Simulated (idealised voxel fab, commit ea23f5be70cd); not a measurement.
process module | voxel transistor to metal
cross-section cut | 190 nm wide | cells 5 nm
A cross-section is a grid of square cells, given in bands from the top down. A band is one or more rows of cells.
Each band's line starts with the height of the band's top and of its bottom, in nm. Then come its materials from left to right, each with its width in nm. One material with "throughout" fills the band from edge to edge. "air" is empty space.
Height 0 is the level under which the wafer as received is all one material. The lowest band goes on downwards, as in "0 down".
A width such as "30 to 40" changes by the same amount from each row of cells to the next, from the band's top row to its bottom row.
"no change" after a step means that no cell of the cross-section changed.
closed voids: empty space of 8 cells or more with no open way to the top, each as width x height at its distance from the left edge, in nm
after a step's settings: what the simulator itself notes on the step
overlay nm, on a step with a mask: how far to the right of its planned place the mask lay; to the left if negative
plan
1 op RECEIVE | material Si
2 op OXIDIZE | depth nm 5
3 op CONFORMAL_DEP | material SiN | thk nm 15
4 op PATTERN | tone cover | mask id ACTIVE | material resist | width nm 115 | thk nm 20 | overlay nm 0
5 op DIRECTIONAL_ETCH | etch materials SiN | depth nm 15
6 op DIRECTIONAL_ETCH | etch materials SiO2 | depth nm 5
7 op DIRECTIONAL_ETCH | etch materials Si | depth nm 30
8 op STRIP | etch materials resist
9 op OXIDIZE | depth nm 5
10 op FILL_DEP | material SiO2 | thk nm 15
11 op CMP | height nm 15
12 op SELECTIVE_ETCH | etch materials SiO2 | depth nm 15
13 op STRIP | etch materials SiN
14 op SELECTIVE_ETCH | etch materials SiO2 | depth nm 5
15 op OXIDIZE | depth nm 5
16 op DIRECTIONAL_DEP | material polySi | thk nm 20
17 op DIRECTIONAL_DEP | material SiCN | thk nm 15
18 op DIRECTIONAL_DEP | material aC | thk nm 15
19 op PATTERN | tone cover | mask id GATE | material resist | width nm 35 | thk nm 35 | overlay nm 0
20 op DIRECTIONAL_ETCH | etch materials aC | depth nm 15
21 op STRIP | etch materials resist
22 op DIRECTIONAL_ETCH | etch materials SiCN | depth nm 25
23 op DIRECTIONAL_ETCH | etch materials polySi | depth nm 30
24 op STRIP | etch materials aC
25 op CONFORMAL_DEP | material SiN | thk nm 10
26 op DIRECTIONAL_ETCH | etch materials SiN | depth nm 10
27 op DIRECTIONAL_ETCH | etch materials SiO2 | depth nm 5
28 op DIRECTIONAL_ETCH | etch materials Si | depth nm 15
29 op EPI | material SiGe | thk nm 15
30 op FILL_DEP | material SiO2 | thk nm 5
31 op CMP | height nm 15
32 op STRIP | etch materials polySi
33 op SELECTIVE_ETCH | etch materials SiO2 | depth nm 5
34 op CONFORMAL_DEP | material HfO2 | thk nm 5
35 op CONFORMAL_DEP | material TiN | thk nm 5
36 op FILL_DEP | material W | thk nm 10
37 op CMP | height nm 10
38 op DIRECTIONAL_DEP | material SiO2 | thk nm 10
39 op DIRECTIONAL_DEP | material aC | thk nm 15
40 op PATTERN | tone open | mask id CONTACT | material resist | width nm 15 | pitch nm 80 | thk nm 30 | overlay nm 0
41 op DIRECTIONAL_ETCH | etch materials aC | depth nm 15
42 op STRIP | etch materials resist
43 op DIRECTIONAL_ETCH | etch materials SiO2 | depth nm 30
44 op STRIP | etch materials aC
45 op CONFORMAL_DEP | material TiN | thk nm 5
46 op FILL_DEP | material Ru | thk nm 5
47 op CMP | height nm 20
48 op CONFORMAL_DEP | material SiCN | thk nm 5
49 op DIRECTIONAL_DEP | material SiO2 | thk nm 25
50 op MASKED_ETCH | tone open | mask id METAL_1 | width nm 15 | pitch nm 80 | etch materials SiO2 | depth nm 25 | overlay nm 0
51 op MASKED_ETCH | tone open | mask id METAL_1 | width nm 15 | pitch nm 80 | etch materials SiCN | depth nm 5 | overlay nm 0
52 op CONFORMAL_DEP | material TiN | thk nm 5
53 op FILL_DEP | material Cu | thk nm 10
54 op CMP | height nm 50
55 op CONFORMAL_DEP | material SiCN | thk nm 5
as received, after step 1
  0 down: Si throughout
  closed voids: none
a wafer at the end: this start, this plan, one mistake
  55 to 50: SiCN throughout
  50 to 25: SiO2 45 | TiN 5 | Cu 5 | TiN 5 | SiO2 65 | TiN 5 | Cu 5 | TiN 5 | SiO2 50
  25 to 20: SiCN 45 | TiN 15 | SiCN 65 | TiN 15 | SiCN 50
  20 to 10: SiO2 45 | TiN 5 | Ru 5 | TiN 5 | SiO2 65 | TiN 5 | Ru 5 | TiN 5 | SiO2 50
  10 to 5: SiO2 45 | TiN 15 | SiN 10 | HfO2 5 | TiN 5 | W 15 | TiN 5 | HfO2 5 | SiN 10 | SiO2 10 | TiN 15 | SiO2 50
  5 to 0: SiO2 45 | SiGe 15 | SiN 10 | HfO2 5 | TiN 5 | W 15 | TiN 5 | HfO2 5 | SiN 10 | SiGe 15 | TiN 10 | SiO2 50
  0 to -5: SiO2 45 | SiGe 15 | SiN 10 | HfO2 5 | TiN 25 | HfO2 5 | SiN 10 | SiGe 15 | TiN 10 | SiO2 50
  -5 to -10: SiO2 45 | SiGe 15 | SiO2 5 | HfO2 45 | SiO2 5 | SiGe 15 | TiN 10 | SiO2 50
  -10 to -25: SiO2 40 | SiGe 20 | Si 55 | SiGe 30 | SiO2 45
  -25 to -40: SiO2 40 | Si 105 | SiO2 45
  -40 down: Si throughout
  closed voids: none
what went wrong: step 19 ran as: op PATTERN | tone cover | mask id GATE | material resist | width nm 35 | thk nm 35 | overlay nm -5
